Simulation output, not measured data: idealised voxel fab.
process module | voxel wiring stack
FYI the section here is cut, 215 nm wide, cells are 5 nm squares.
Reading order for cross-sections: top band down to bottom band. Underlying form: a grid of square cells. Band size: one or more rows of cells. Basically the band line says how high the top is and how high the bottom is, in nm, and then what's in it from left to right, every material with its width in nm. Empty space shows up as "empty", and if a single material carries "edge to edge" it runs the full band edge to edge. Beneath 0, the wafer as received is one material, and that level is where height counting begins. The lowest band goes on downward without a bottom; it is written like "0..down". It should be noted that a width expressed as "30 to 40" varies in equal increments from row to row of cells within the band, taking the value of the first number at the top row and that of the second number at the bottom row. "remains unaltered" -> step changed no cross-section cell. So "Voids, fully enclosed" is basically the list of trapped voids: any empty space of 8 cells or more that can't reach the top through an opening. They're written width x height at distance, the distance being from the left edge, and it's all nm. Where a step's line continues beyond its settings, the continuation is a remark by the simulator itself on that step. You can add "overlay nm" to a step's line. For a step with a mask, it describes how far the mask lay to the right of its planned position, and a negative number describes a lay to the left.
The following list gives the planned process steps:
| 1 | op RECEIVE | material Si |
| 2 | op CONFORMAL_DEP | material SiO2 | thk nm 15 |
| 3 | op CONFORMAL_DEP | material SiCN | thk nm 5 |
| 4 | op DIRECTIONAL_DEP | material SiO2 | thk nm 25 |
| 5 | op PATTERN | tone open | mask id METAL_1 | material resist | width nm 20 | pitch nm 45 | thk nm 15 | overlay nm 0 |
| 6 | op DIRECTIONAL_ETCH | etch materials SiO2 | depth nm 25 |
| 7 | op DIRECTIONAL_ETCH | etch materials SiCN | depth nm 5 |
| 8 | op STRIP | etch materials resist |
| 9 | op CONFORMAL_DEP | material TiN | thk nm 5 |
| 10 | op FILL_DEP | material W | thk nm 10 |
| 11 | op CMP | height nm 45 |
| 12 | op CONFORMAL_DEP | material SiCN | thk nm 5 |
| 13 | op DIRECTIONAL_DEP | material lowk | thk nm 10 |
| 14 | op PATTERN | tone open | mask id PLUG_1 | material resist | width nm 15 | pitch nm 90 | thk nm 20 | overlay nm 0 |
| 15 | op DIRECTIONAL_ETCH | etch materials lowk | depth nm 10 |
| 16 | op DIRECTIONAL_ETCH | etch materials SiCN | depth nm 5 |
| 17 | op STRIP | etch materials resist |
| 18 | op CONFORMAL_DEP | material TiN | thk nm 5 |
| 19 | op FILL_DEP | material Cu | thk nm 5 |
| 20 | op CMP | height nm 60 |
| 21 | op CONFORMAL_DEP | material SiCN | thk nm 5 |
| 22 | op DIRECTIONAL_DEP | material lowk | thk nm 20 |
| 23 | op DIRECTIONAL_DEP | material aC | thk nm 15 |
| 24 | op PATTERN | tone open | mask id METAL_2 | material resist | width nm 20 | pitch nm 45 | thk nm 30 | overlay nm 0 |
| 25 | op DIRECTIONAL_ETCH | etch materials aC | depth nm 15 |
| 26 | op STRIP | etch materials resist |
| 27 | op DIRECTIONAL_ETCH | etch materials lowk | depth nm 20 |
| 28 | op DIRECTIONAL_ETCH | etch materials SiCN | depth nm 5 |
| 29 | op STRIP | etch materials aC |
| 30 | op CONFORMAL_DEP | material TiN | thk nm 5 |
| 31 | op FILL_DEP | material Ru | thk nm 10 |
| 32 | op CMP | height nm 85 |
| 33 | op CONFORMAL_DEP | material SiCN | thk nm 5 |
| 34 | op DIRECTIONAL_DEP | material SiO2 | thk nm 30 |
| 35 | op PATTERN | tone open | mask id METAL_3 | material resist | width nm 20 | pitch nm 45 | thk nm 20 | overlay nm 0 |
| 36 | op DIRECTIONAL_ETCH | etch materials SiO2 | depth nm 20 |
| 37 | op STRIP | etch materials resist |
| 38 | op MASKED_ETCH | tone open | mask id METAL_3_HOLES | width nm 15 | pitch nm 90 | etch materials SiO2 | depth nm 10 | overlay nm 0 |
| 39 | op MASKED_ETCH | tone open | mask id METAL_3_HOLES | width nm 15 | pitch nm 90 | etch materials SiCN | depth nm 5 | overlay nm 0 |
| 40 | op CONFORMAL_DEP | material TiN | thk nm 5 |
| 41 | op FILL_DEP | material Cu | thk nm 5 |
| 42 | op CMP | height nm 120 |
| 43 | op CONFORMAL_DEP | material SiCN | thk nm 5 |
This is the cross-section of the wafer as we received it, i.e. after step 1:
0..down  Si edge to edge
Voids, fully enclosed: none
Module complete - cross-section of the first of two wafers, run according to plan:
125..120  SiCN edge to edge
120..105  50 SiO2, then 5 TiN, then 10 Cu, then 5 TiN, then 25 SiO2, then 5 TiN, then 10 Cu, then 5 TiN, then 25 SiO2, then 5 TiN, then 10 Cu, then 5 TiN, then 55 SiO2
105..100  50 SiO2, then 5 TiN, then 5 Cu, then 10 TiN, then 25 SiO2, then 20 TiN, then 25 SiO2, then 5 TiN, then 5 Cu, then 10 TiN, then 55 SiO2
100..90  50 SiO2, then 5 TiN, then 5 Cu, then 5 TiN, then 75 SiO2, then 5 TiN, then 5 Cu, then 5 TiN, then 60 SiO2
90..85  50 SiCN, then 15 TiN, then 75 SiCN, then 15 TiN, then 60 SiCN
85..65  50 lowk, then 5 TiN, then 10 Ru, then 5 TiN, then 25 lowk, then 5 TiN, then 10 Ru, then 5 TiN, then 25 lowk, then 5 TiN, then 10 Ru, then 5 TiN, then 55 lowk
65..60  50 SiCN, then 20 TiN, then 25 SiCN, then 20 TiN, then 25 SiCN, then 20 TiN, then 55 SiCN
60..50  50 lowk, then 5 TiN, then 5 Cu, then 5 TiN, then 75 lowk, then 5 TiN, then 5 Cu, then 5 TiN, then 60 lowk
50..45  50 SiCN, then 15 TiN, then 75 SiCN, then 15 TiN, then 60 SiCN
45..20  50 SiO2, then 5 TiN, then 10 W, then 5 TiN, then 25 SiO2, then 5 TiN, then 10 W, then 5 TiN, then 25 SiO2, then 5 TiN, then 10 W, then 5 TiN, then 55 SiO2
20..15  50 SiCN, then 20 TiN, then 25 SiCN, then 20 TiN, then 25 SiCN, then 20 TiN, then 55 SiCN
15..0  SiO2 edge to edge
0..down  Si edge to edge
Voids, fully enclosed: none
This cross-section belongs to the second wafer of two at the end of the module; the start and the plan were shared with the first, and the run included one mistake:
125..120  SiCN edge to edge
120..115  50 SiO2, then 5 TiN, then 10 Cu, then 5 TiN, then 25 SiO2, then 5 TiN, then 10 Cu, then 5 TiN, then 25 SiO2, then 5 TiN, then 10 Cu, then 5 TiN, then 55 SiO2
115..110  50 SiO2, then 5 TiN, then 5 Cu, then 10 TiN, then 25 SiO2, then 20 TiN, then 25 SiO2, then 5 TiN, then 5 Cu, then 10 TiN, then 55 SiO2
110..100  50 SiO2, then 5 TiN, then 5 Cu, then 5 TiN, then 75 SiO2, then 5 TiN, then 5 Cu, then 5 TiN, then 60 SiO2
100..95  50 SiCN, then 15 TiN, then 75 SiCN, then 15 TiN, then 60 SiCN
95..90  Ru edge to edge
90..85  55 TiN, then 10 Ru, then 35 TiN, then 10 Ru, then 35 TiN, then 10 Ru, then 60 TiN
85..65  50 lowk, then 5 TiN, then 10 Ru, then 5 TiN, then 25 lowk, then 5 TiN, then 10 Ru, then 5 TiN, then 25 lowk, then 5 TiN, then 10 Ru, then 5 TiN, then 55 lowk
65..60  50 SiCN, then 20 TiN, then 25 SiCN, then 20 TiN, then 25 SiCN, then 20 TiN, then 55 SiCN
60..50  50 lowk, then 5 TiN, then 5 Cu, then 5 TiN, then 75 lowk, then 5 TiN, then 5 Cu, then 5 TiN, then 60 lowk
50..45  50 SiCN, then 15 TiN, then 75 SiCN, then 15 TiN, then 60 SiCN
45..20  50 SiO2, then 5 TiN, then 10 W, then 5 TiN, then 25 SiO2, then 5 TiN, then 10 W, then 5 TiN, then 25 SiO2, then 5 TiN, then 10 W, then 5 TiN, then 55 SiO2
20..15  50 SiCN, then 20 TiN, then 25 SiCN, then 20 TiN, then 25 SiCN, then 20 TiN, then 55 SiCN
15..0  SiO2 edge to edge
0..down  Si edge to edge
Voids, fully enclosed: none
Where did the run depart from the plan? in deviation from the planned setting, step 32 was conducted as op CMP | height nm 95
Heads up, by the end the second wafer has more or fewer cells of some materials compared to the first: Cu -12; Ru +49; SiO2 -62; TiN +25
